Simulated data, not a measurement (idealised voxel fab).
Process module in this document: voxel quadruple lines
cross-section cut | 200 nm wide | cells 5 nm
Just so we're on the same page, the cross-sections are grids of square cells, and they're listed out in bands top to bottom, each band one or more rows deep.
For a band, the entry starts with two heights in nm, that of the top and then that of the bottom, and carries on with the band's materials in order from left to right, each alongside its width in nm; the word "full width" beside a single material means it fills the band edge to edge, and "empty" means empty space.
Basically, 0 is our baseline, since under it the wafer straight out of the box is all one material. The bottom band has no lower end and keeps on going down, so it looks like "z 0 and below".
Graded width ("30..40"): value in top row of band = first number; value in bottom row = second number; row-to-row change constant.
Where the words "no change occurred" appear for a step, the cross-section shows no cell changed by that step; every cell remained as before.
For the entry "Sealed internal cavities", the listed items are empty spaces with no open way to the top whose size is 8 cells or more; each item follows the pattern width x height at distance, where distance is from the left edge and all three are in nm.
Anything after a step's settings on that line? It's the simulator's own note about the step.
overlay nm: how far to the right of its planned place the mask lay on this masked step (negative: to the left).

The steps planned for the process are as follows
step 1: RECEIVE with material Si
step 2: CONFORMAL_DEP with material Al2O3, thk nm 5
step 3: DIRECTIONAL_DEP with material Ru, thk nm 10
step 4: DIRECTIONAL_DEP with material polySi, thk nm 20
step 5: DIRECTIONAL_DEP with material aC, thk nm 20
step 6: PATTERN with tone cover, mask id MANDREL, material resist, width nm 15, pitch nm 60, thk nm 30, overlay nm 0
step 7: DIRECTIONAL_ETCH with etch materials aC, depth nm 20
step 8: STRIP with etch materials resist
step 9: CONFORMAL_DEP with material SiO2, thk nm 10
step 10: DIRECTIONAL_ETCH with etch materials SiO2, depth nm 10
step 11: STRIP with etch materials aC
step 12: DIRECTIONAL_ETCH with etch materials polySi, depth nm 20
step 13: STRIP with etch materials SiO2
step 14: CONFORMAL_DEP with material SiN, thk nm 5
step 15: DIRECTIONAL_ETCH with etch materials SiN, depth nm 5
step 16: STRIP with etch materials polySi
step 17: DIRECTIONAL_ETCH with etch materials Ru, depth nm 10
step 18: STRIP with etch materials SiN
step 19: FILL_DEP with material SiO2, thk nm 10
step 20: CMP with height nm 15
Where the wafers of this document differ is in the width nm of step 6; they start out the same, and the plan states the value that applied to the first wafer.

As received, i.e. after step 1: cross-section through the first of several wafers
- z 0 and below | Si full width
- Sealed internal cavities: none

What follows is a table in which each wafer occupies a row; for the wafer as it stands at the close of the module, the row states, material by material, how many cells have been gained (+) or lost (-) since receipt, and then gives its closed voids
width nm 15, +40 Al2O3, +16 Ru, +64 SiO2, Sealed internal cavities: none
width nm 20, +40 Al2O3, +16 Ru, +64 SiO2, Sealed internal cavities: none
width nm 25, +40 Al2O3, +16 Ru, +64 SiO2, Sealed internal cavities: none
width nm 30, +40 Al2O3, +16 Ru, +64 SiO2, Sealed internal cavities: none
width nm 35, +40 Al2O3, +14 Ru, +66 SiO2, Sealed internal cavities: none
